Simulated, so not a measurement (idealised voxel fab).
process module | voxel ribs on slabs
Section cut is 230 nm wide and gridded with 5 nm square cells.
Cross-sections here: square-cell grids, written as top-down lists of bands, a band being one or more rows of cells.
Within each band entry, the heights of the top and of the bottom of the band appear first, in that order and in nm; the materials of the band then follow from left to right, each with its corresponding width in nm. The designation "edge to edge" on a single material indicates that it fills the band from edge to edge; the designation "empty" indicates empty space.
Below 0: as-received wafer, all one material; heights counted from there. Lowest band: no bottom, goes on down, written "0 and below".
The width entry "30->40" should be interpreted row by row: the top row of cells in the band takes the first number, the bottom row takes the second number, and the change between adjacent rows is uniform throughout.
When a step is marked "identical to before", none of the cells in the cross-section changed during that step.
If an empty space has no open way to the top and is at least 8 cells in size, "Closed internal voids" lists it, written width x height at distance, where distance is measured from the left edge and every value is in nm.
Text after the settings on a step's line: the simulator's own remark on that step.
Steps that use a mask can have "overlay nm" on their line. It says how far the mask sat to the right of where it was meant to be. Negative means to the left.
Process steps foreseen in the plan:
1,RECEIVE | material Si
2,DIRECTIONAL_DEP | material SiO2 | thk nm 20
3,DIRECTIONAL_DEP | material polySi | thk nm 25
4,MASKED_ETCH | tone cover | mask id RIB | width nm 20 | etch materials polySi | depth nm 20 | overlay nm 0
5,DIRECTIONAL_DEP | material aC | thk nm 15
6,PATTERN | tone cover | mask id SLAB | material resist | width nm 70 | thk nm 35 | overlay nm 0
7,DIRECTIONAL_ETCH | etch materials aC | depth nm 15
8,STRIP | etch materials resist
9,DIRECTIONAL_ETCH | etch materials polySi | depth nm 5
10,STRIP | etch materials aC
11,FILL_DEP | material SiO2 | thk nm 20
12,CMP | height nm 55
13,DIRECTIONAL_DEP | material W | thk nm 10
14,DIRECTIONAL_DEP | material aC | thk nm 10
15,PATTERN | tone cover | mask id HEATER | material resist | width nm 30 | thk nm 30 | overlay nm 0
16,DIRECTIONAL_ETCH | etch materials aC | depth nm 10
17,STRIP | etch materials resist
18,DIRECTIONAL_ETCH | etch materials W | depth nm 10
19,STRIP | etch materials aC
20,CONFORMAL_DEP | material SiO2 | thk nm 5
As-received state of the wafer in cross-section, equivalent to post-step 1:
	0 and below | Si edge to edge
	Closed internal voids: none
Looking at the first of two wafers in cross-section at end of module - ran to plan:
	70 down to 65 | 95 empty, 40 SiO2, 95 empty
	65 down to 60 | 95 empty, 5 SiO2, 30 W, 5 SiO2, 95 empty
	60 down to 55 | 100 SiO2, 30 W, 100 SiO2
	55 down to 45 | SiO2 edge to edge
	45 down to 25 | 105 SiO2, 20 polySi, 105 SiO2
	25 down to 20 | 80 SiO2, 70 polySi, 80 SiO2
	20 down to 0 | SiO2 edge to edge
	0 and below | Si edge to edge
	Closed internal voids: none
Second of two wafers, module complete, sectioned: it shares the first wafer's start and plan but was run with one mistake:
	70 down to 65 | 95 empty, 40 SiO2, 95 empty
	65 down to 60 | 95 empty, 5 SiO2, 30 W, 5 SiO2, 95 empty
	60 down to 55 | 100 SiO2, 30 W, 100 SiO2
	55 down to 25 | SiO2 edge to edge
	25 down to 0 | polySi edge to edge
	0 and below | Si edge to edge
	Closed internal voids: none
Heads up, the wafer didn't run the way we planned it: plan steps 2 and 3 run swapped
Wafer comparison, final, in cells, second relative to first, materials more or fewer: SiO2: 200 fewer, polySi: 200 more
